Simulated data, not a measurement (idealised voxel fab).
process module | voxel self aligned contacts
cross-section cut | 180 nm wide | cells 5 nm
A cross-section is a grid of square cells, given in bands from the top down. A band is one or more rows of cells.
Each band's line starts with the height of the band's top and of its bottom, in nm. Then come its materials from left to right, each with its width in nm. One material with "throughout" fills the band from edge to edge. "air" is empty space.
Height 0 is the level under which the wafer as received is all one material. The lowest band goes on downwards, as in "0 down".
A width such as "30 to 40" changes by the same amount from each row of cells to the next, from the band's top row to its bottom row.
"no change" after a step means that no cell of the cross-section changed.
closed voids: empty space of 8 cells or more with no open way to the top, each as width x height at its distance from the left edge, in nm
after a step's settings: what the simulator itself notes on the step
overlay nm, on a step with a mask: how far to the right of its planned place the mask lay; to the left if negative
plan
1 op RECEIVE | material Si
2 op CONFORMAL_DEP | material SiO2 | thk nm 5
3 op DIRECTIONAL_DEP | material polySi | thk nm 25
4 op DIRECTIONAL_DEP | material SiN | thk nm 20
5 op PATTERN | tone cover | mask id GATE | material resist | width nm 25 | pitch nm 65 | thk nm 20 | overlay nm 0
6 op DIRECTIONAL_ETCH | etch materials SiN | depth nm 20
7 op DIRECTIONAL_ETCH | etch materials polySi | depth nm 25
8 op STRIP | etch materials resist
9 op CONFORMAL_DEP | material SiN | thk nm 10
10 op DIRECTIONAL_ETCH | etch materials SiN | depth nm 10
11 op FILL_DEP | material SiO2 | thk nm 20
12 op CMP | height nm 60
13 op PATTERN | tone open | mask id CONTACT | material resist | width nm 50 | thk nm 15 | overlay nm 0
14 op DIRECTIONAL_ETCH | etch materials SiO2 | depth nm 60
15 op STRIP | etch materials resist
16 op CONFORMAL_DEP | material TiN | thk nm 5
17 op FILL_DEP | material Ru | thk nm 5
18 op CMP | height nm 60
19 op CONFORMAL_DEP | material SiCN | thk nm 5
as received, after step 1
  0 down: Si throughout
  closed voids: none
a wafer at the end: this start, this plan, one mistake
  65 to 60: SiCN throughout
  60 to 55: Ru throughout
  55 to 50: TiN 85 | Ru 10 | TiN 85
  50 to 30: SiO2 35 | SiN 45 | TiN 5 | Ru 10 | TiN 5 | SiN 45 | SiO2 35
  30 to 5: SiO2 35 | SiN 10 | polySi 25 | SiN 10 | TiN 5 | Ru 10 | TiN 5 | SiN 10 | polySi 25 | SiN 10 | SiO2 35
  5 to 0: SiO2 80 | TiN 20 | SiO2 80
  0 down: Si throughout
  closed voids: none
what went wrong: step 12 ran as: op CMP | height nm 50
